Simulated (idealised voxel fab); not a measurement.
Title: Process Module voxel double patterning
Cross-section cut: width 290 nm, square cells of 5 nm.
Cross-section layout: square cells on a grid; listed as bands, top to bottom; a band spans one or more cell rows. Basically the band line says how high the top is and how high the bottom is, in nm, and then what's in it from left to right, every material with its width in nm. Empty space shows up as "empty", and if a single material carries "full width" it runs the full band edge to edge. Heights are expressed relative to 0, this being the level below which the as-received wafer comprises one material exclusively. The lowest band is unbounded in the downward direction and is denoted as in "top 0, no bottom". With a width like "30 to 40", each row of cells in the band differs from the next by the same amount, the top row carrying the first number and the bottom row the second. "changes: none" -> step changed no cross-section cell. Listed in "Fully sealed voids": every empty space of 8 or more cells without an open way to the top. Form: width x height at distance, the distance being from the left edge, all in nm. Note: text after step settings on the step line = simulator remark on that step. If you see "overlay nm" on a step's line and that step has a mask, it's telling you how far right of where it was planned the mask ended up; a negative number means it went left instead.
[List of planned process steps]
| 1 | RECEIVE, material Si |
| 2 | CONFORMAL_DEP, material SiO2, thk nm 5 |
| 3 | DIRECTIONAL_DEP, material TiN, thk nm 20 |
| 4 | DIRECTIONAL_DEP, material SiCN, thk nm 10 |
| 5 | DIRECTIONAL_DEP, material aC, thk nm 10 |
| 6 | PATTERN, tone open, mask id FIRST, material resist, width nm 15, pitch nm 50, thk nm 25, overlay nm 0 |
| 7 | DIRECTIONAL_ETCH, etch materials aC, depth nm 10 |
| 8 | STRIP, etch materials resist |
| 9 | DIRECTIONAL_ETCH, etch materials SiCN, depth nm 10 |
| 10 | STRIP, etch materials aC |
| 11 | DIRECTIONAL_DEP, material aC, thk nm 15 |
| 12 | PATTERN, tone open, mask id SECOND, material resist, width nm 15, pitch nm 50, thk nm 35, overlay nm 0 |
| 13 | DIRECTIONAL_ETCH, etch materials aC, depth nm 15 |
| 14 | STRIP, etch materials resist |
| 15 | DIRECTIONAL_ETCH, etch materials SiCN, depth nm 10 |
| 16 | STRIP, etch materials aC |
| 17 | DIRECTIONAL_ETCH, etch materials TiN, depth nm 20 |
| 18 | STRIP, etch materials SiCN |
[Cross-section of the wafer as it came to us, i.e., already through step 1]
  top 0, no bottom: Si full width
  Fully sealed voids: none
[Module complete, cross-section. Starting point and plan per above. One mistake made in running the module]
  top 20, bottom 5: 85 TiN | 15 empty | 10 TiN | 15 empty | 10 TiN | 15 empty | 10 TiN | 15 empty | 10 TiN | 15 empty | 90 TiN
  top 5, bottom 0: SiO2 full width
  top 0, no bottom: Si full width
  Fully sealed voids: none
Finding, execution versus plan: step 3 off recipe, ran as DIRECTIONAL_DEP, material TiN, thk nm 15
